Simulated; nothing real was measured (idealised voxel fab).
process module | voxel spacer lines
cross-section cut | 260 nm wide | cells 5 nm
A cross-section is a grid of square cells, given in bands from the top down. A band is one or more rows of cells.
Each band's line starts with the height of the band's top and of its bottom, in nm. Then come its materials from left to right, each with its width in nm. One material with "throughout" fills the band from edge to edge. "air" is empty space.
Height 0 is the level under which the wafer as received is all one material. The lowest band goes on downwards, as in "0 down".
A width such as "30 to 40" changes by the same amount from each row of cells to the next, from the band's top row to its bottom row.
"no change" after a step means that no cell of the cross-section changed.
closed voids: empty space of 8 cells or more with no open way to the top, each as width x height at its distance from the left edge, in nm
after a step's settings: what the simulator itself notes on the step
overlay nm, on a step with a mask: how far to the right of its planned place the mask lay; to the left if negative
plan
1 op RECEIVE | material Si
2 op CONFORMAL_DEP | material Al2O3 | thk nm 5
3 op DIRECTIONAL_DEP | material SiN | thk nm 10
4 op DIRECTIONAL_DEP | material aC | thk nm 20
5 op PATTERN | tone cover | mask id MANDREL | material resist | width nm 25 | pitch nm 70 | thk nm 30 | overlay nm 0
6 op DIRECTIONAL_ETCH | etch materials aC | depth nm 20
7 op STRIP | etch materials resist
8 op CONFORMAL_DEP | material SiO2 | thk nm 10
9 op DIRECTIONAL_ETCH | etch materials SiO2 | depth nm 10
10 op STRIP | etch materials aC
11 op DIRECTIONAL_ETCH | etch materials SiN | depth nm 5
12 op STRIP | etch materials SiO2
13 op FILL_DEP | material SiO2 | thk nm 10
14 op CMP | height nm 15
varied across the wafers: depth nm of step 11. The plan shows the first wafer's value. All wafers start alike
first wafer as received, after step 1
  0 down: Si throughout
  closed voids: none
first wafer at the end, after step 14
  15 to 10: SiO2 35 | SiN 10 | SiO2 25 | SiN 10 | SiO2 25 | SiN 10 | SiO2 25 | SiN 10 | SiO2 25 | SiN 10 | SiO2 25 | SiN 10 | SiO2 40
  10 to 5: SiN throughout
  5 to 0: Al2O3 throughout
  0 down: Si throughout
  closed voids: none
last wafer at the end
  15 to 5: SiO2 35 | SiN 10 | SiO2 25 | SiN 10 | SiO2 25 | SiN 10 | SiO2 25 | SiN 10 | SiO2 25 | SiN 10 | SiO2 25 | SiN 10 | SiO2 40
  5 to 0: Al2O3 throughout
  0 down: Si throughout
  closed voids: none
each wafer at the end: cells of each material gained (+) or lost (-) since it was received, then its closed voids
depth nm 5 | +52 Al2O3 | +64 SiN | +40 SiO2 | closed voids: none
depth nm 10 | +52 Al2O3 | +24 SiN | +80 SiO2 | closed voids: none
depth nm 15 | +52 Al2O3 | +24 SiN | +80 SiO2 | closed voids: none
depth nm 20 | +52 Al2O3 | +24 SiN | +80 SiO2 | closed voids: none
depth nm 25 | +52 Al2O3 | +24 SiN | +80 SiO2 | closed voids: none
